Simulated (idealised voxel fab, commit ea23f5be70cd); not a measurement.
process module | voxel capacitor over wiring
cross-section cut | 230 nm wide | cells 5 nm
A cross-section is a grid of square cells, given in bands from the top down. A band is one or more rows of cells.
Each band's line starts with the height of the band's top and of its bottom, in nm. Then come its materials from left to right, each with its width in nm. One material with "throughout" fills the band from edge to edge. "air" is empty space.
Height 0 is the level under which the wafer as received is all one material. The lowest band goes on downwards, as in "0 down".
A width such as "30 to 40" changes by the same amount from each row of cells to the next, from the band's top row to its bottom row.
"no change" after a step means that no cell of the cross-section changed.
closed voids: empty space of 8 cells or more with no open way to the top, each as width x height at its distance from the left edge, in nm
after a step's settings: what the simulator itself notes on the step
overlay nm, on a step with a mask: how far to the right of its planned place the mask lay; to the left if negative
plan
1 op RECEIVE | material Si
2 op CONFORMAL_DEP | material SiO2 | thk nm 15
3 op CONFORMAL_DEP | material SiN | thk nm 5
4 op DIRECTIONAL_DEP | material SiO2 | thk nm 15
5 op MASKED_ETCH | tone open | mask id METAL_1 | width nm 20 | pitch nm 90 | etch materials SiO2 | depth nm 15 | overlay nm 0
6 op MASKED_ETCH | tone open | mask id METAL_1 | width nm 20 | pitch nm 90 | etch materials SiN | depth nm 5 | overlay nm 0
7 op CONFORMAL_DEP | material TiN | thk nm 5
8 op FILL_DEP | material Cu | thk nm 5
9 op CMP | height nm 35
10 op CONFORMAL_DEP | material SiCN | thk nm 5
11 op DIRECTIONAL_DEP | material SiO2 | thk nm 15
12 op MASKED_ETCH | tone open | mask id PLUG_1 | width nm 15 | etch materials SiO2 | depth nm 15 | overlay nm 0
13 op MASKED_ETCH | tone open | mask id PLUG_1 | width nm 15 | etch materials SiCN | depth nm 5 | overlay nm 0
14 op CONFORMAL_DEP | material TiN | thk nm 5
15 op FILL_DEP | material Ru | thk nm 5
16 op CMP | height nm 55
17 op DIRECTIONAL_DEP | material TiN | thk nm 10
18 op DIRECTIONAL_DEP | material HfO2 | thk nm 5
19 op DIRECTIONAL_DEP | material TiN | thk nm 10
20 op MASKED_ETCH | tone cover | mask id UPPER_PLATE | width nm 75 | etch materials TiN | depth nm 10 | overlay nm 0
21 op MASKED_ETCH | tone cover | mask id UPPER_PLATE | width nm 75 | etch materials HfO2 | depth nm 5 | overlay nm 0
22 op MASKED_ETCH | tone cover | mask id LOWER_PLATE | width nm 85 | etch materials TiN | depth nm 10 | overlay nm 0
23 op FILL_DEP | material SiO2 | thk nm 20
24 op CMP | height nm 95
25 op PATTERN | tone open | mask id PLUG_2 | material resist | width nm 15 | thk nm 15 | overlay nm 0
26 op DIRECTIONAL_ETCH | etch materials SiO2 | depth nm 15
27 op STRIP | etch materials resist
28 op CONFORMAL_DEP | material TiN | thk nm 5
29 op FILL_DEP | material W | thk nm 5
30 op CMP | height nm 95
31 op CONFORMAL_DEP | material SiN | thk nm 5
first wafer, as planned
as received, after step 1
  0 down: Si throughout
  closed voids: none
after step 2
  15 to 0: SiO2 throughout
  below 0: unchanged
after step 3
  20 to 15: SiN throughout
  below 15: unchanged
after step 4
  35 to 20: SiO2 throughout
  below 20: unchanged
after step 5
  35 to 20: SiO2 60 | air 20 | SiO2 70 | air 20 | SiO2 60
  below 20: unchanged
after step 6
  35 to 20: SiO2 60 | air 20 | SiO2 70 | air 20 | SiO2 60
  20 to 15: SiN 60 | air 20 | SiN 70 | air 20 | SiN 60
  below 15: unchanged
after step 7
  40 to 35: TiN 65 | air 10 | TiN 80 | air 10 | TiN 65
  35 to 20: SiO2 60 | TiN 5 | air 10 | TiN 5 | SiO2 70 | TiN 5 | air 10 | TiN 5 | SiO2 60
  20 to 15: SiN 60 | TiN 20 | SiN 70 | TiN 20 | SiN 60
  below 15: unchanged
after step 8
  45 to 40: Cu throughout
  40 to 35: TiN 65 | Cu 10 | TiN 80 | Cu 10 | TiN 65
  35 to 20: SiO2 60 | TiN 5 | Cu 10 | TiN 5 | SiO2 70 | TiN 5 | Cu 10 | TiN 5 | SiO2 60
  below 20: unchanged
after step 9
  35 to 20: SiO2 60 | TiN 5 | Cu 10 | TiN 5 | SiO2 70 | TiN 5 | Cu 10 | TiN 5 | SiO2 60
  below 20: unchanged
after step 10
  40 to 35: SiCN throughout
  below 35: unchanged
after step 11
  55 to 40: SiO2 throughout
  below 40: unchanged
after step 12
  55 to 40: SiO2 65 | air 15 | SiO2 150
  below 40: unchanged
after step 13
  55 to 40: SiO2 65 | air 15 | SiO2 150
  40 to 35: SiCN 65 | air 15 | SiCN 150
  below 35: unchanged
after step 14
  60 to 55: TiN 70 | air 5 | TiN 155
  55 to 40: SiO2 65 | TiN 5 | air 5 | TiN 5 | SiO2 150
  40 to 35: SiCN 65 | TiN 15 | SiCN 150
  below 35: unchanged
after step 15
  65 to 60: Ru throughout
  60 to 55: TiN 70 | Ru 5 | TiN 155
  55 to 40: SiO2 65 | TiN 5 | Ru 5 | TiN 5 | SiO2 150
  below 40: unchanged
after step 16
  55 to 40: SiO2 65 | TiN 5 | Ru 5 | TiN 5 | SiO2 150
  below 40: unchanged
after step 17
  65 to 55: TiN throughout
  below 55: unchanged
after step 18
  70 to 65: HfO2 throughout
  below 65: unchanged
after step 19
  80 to 70: TiN throughout
  below 70: unchanged
after step 20
  80 to 70: air 65 | TiN 75 | air 90
  below 70: unchanged
after step 21
  80 to 70: air 65 | TiN 75 | air 90
  70 to 65: air 65 | HfO2 75 | air 90
  below 65: unchanged
after step 22
  80 to 70: air 65 | TiN 75 | air 90
  70 to 65: air 65 | HfO2 75 | air 90
  65 to 55: air 60 | TiN 85 | air 85
  below 55: unchanged
after step 23
  100 to 80: SiO2 throughout
  80 to 70: SiO2 65 | TiN 75 | SiO2 90
  70 to 65: SiO2 65 | HfO2 75 | SiO2 90
  65 to 55: SiO2 60 | TiN 85 | SiO2 85
  below 55: unchanged
after step 24
  95 to 80: SiO2 throughout
  below 80: unchanged
after step 25
  110 to 95: resist 75 | air 15 | resist 140
  below 95: unchanged
after step 26
  110 to 95: resist 75 | air 15 | resist 140
  95 to 80: SiO2 75 | air 15 | SiO2 140
  below 80: unchanged
after step 27
  95 to 80: SiO2 75 | air 15 | SiO2 140
  below 80: unchanged
after step 28
  100 to 95: TiN 80 | air 5 | TiN 145
  95 to 85: SiO2 75 | TiN 5 | air 5 | TiN 5 | SiO2 140
  85 to 80: SiO2 75 | TiN 15 | SiO2 140
  below 80: unchanged
after step 29
  105 to 100: W throughout
  100 to 95: TiN 80 | W 5 | TiN 145
  95 to 85: SiO2 75 | TiN 5 | W 5 | TiN 5 | SiO2 140
  below 85: unchanged
after step 30
  95 to 85: SiO2 75 | TiN 5 | W 5 | TiN 5 | SiO2 140
  below 85: unchanged
after step 31
  100 to 95: SiN throughout
  below 95: unchanged
second wafer: like start, like plan, one mistake. Through step 11 it matches the first wafer
when step 12 should have ended
  55 to 40: air 65 | SiO2 15 | air 150
  below 40: unchanged
when step 13 should have ended: no change
when step 14 should have ended
  60 to 55: air 60 | TiN 25 | air 145
  55 to 45: air 60 | TiN 5 | SiO2 15 | TiN 5 | air 145
  45 to 40: TiN 65 | SiO2 15 | TiN 150
  below 40: unchanged
when step 15 should have ended
  65 to 60: Ru throughout
  60 to 55: Ru 60 | TiN 25 | Ru 145
  55 to 45: Ru 60 | TiN 5 | SiO2 15 | TiN 5 | Ru 145
  below 45: unchanged
when step 16 should have ended
  55 to 45: Ru 60 | TiN 5 | SiO2 15 | TiN 5 | Ru 145
  below 45: unchanged
when step 17 should have ended
  65 to 55: TiN throughout
  below 55: unchanged
when step 18 should have ended
  70 to 65: HfO2 throughout
  below 65: unchanged
when step 19 should have ended
  80 to 70: TiN throughout
  below 70: unchanged
when step 20 should have ended
  80 to 70: air 65 | TiN 75 | air 90
  below 70: unchanged
when step 21 should have ended
  80 to 70: air 65 | TiN 75 | air 90
  70 to 65: air 65 | HfO2 75 | air 90
  below 65: unchanged
when step 22 should have ended
  80 to 70: air 65 | TiN 75 | air 90
  70 to 65: air 65 | HfO2 75 | air 90
  65 to 55: air 60 | TiN 85 | air 85
  below 55: unchanged
when step 23 should have ended
  100 to 80: SiO2 throughout
  80 to 70: SiO2 65 | TiN 75 | SiO2 90
  70 to 65: SiO2 65 | HfO2 75 | SiO2 90
  65 to 55: SiO2 60 | TiN 85 | SiO2 85
  below 55: unchanged
when step 24 should have ended
  95 to 80: SiO2 throughout
  below 80: unchanged
when step 25 should have ended
  110 to 95: resist 75 | air 15 | resist 140
  below 95: unchanged
when step 26 should have ended
  110 to 95: resist 75 | air 15 | resist 140
  95 to 80: SiO2 75 | air 15 | SiO2 140
  below 80: unchanged
when step 27 should have ended
  95 to 80: SiO2 75 | air 15 | SiO2 140
  below 80: unchanged
when step 28 should have ended
  100 to 95: TiN 80 | air 5 | TiN 145
  95 to 85: SiO2 75 | TiN 5 | air 5 | TiN 5 | SiO2 140
  85 to 80: SiO2 75 | TiN 15 | SiO2 140
  below 80: unchanged
when step 29 should have ended
  105 to 100: W throughout
  100 to 95: TiN 80 | W 5 | TiN 145
  95 to 85: SiO2 75 | TiN 5 | W 5 | TiN 5 | SiO2 140
  below 85: unchanged
when step 30 should have ended
  95 to 85: SiO2 75 | TiN 5 | W 5 | TiN 5 | SiO2 140
  below 85: unchanged
when step 31 should have ended
  100 to 95: SiN throughout
  below 95: unchanged
what went wrong: step 12 ran as: op MASKED_ETCH | tone cover | mask id PLUG_1 | width nm 15 | etch materials SiO2 | depth nm 15 | overlay nm 0
at the end the second wafer has, in cells: 79 more of Ru | 3 more of SiCN | 120 fewer of SiO2 | 38 more of TiN
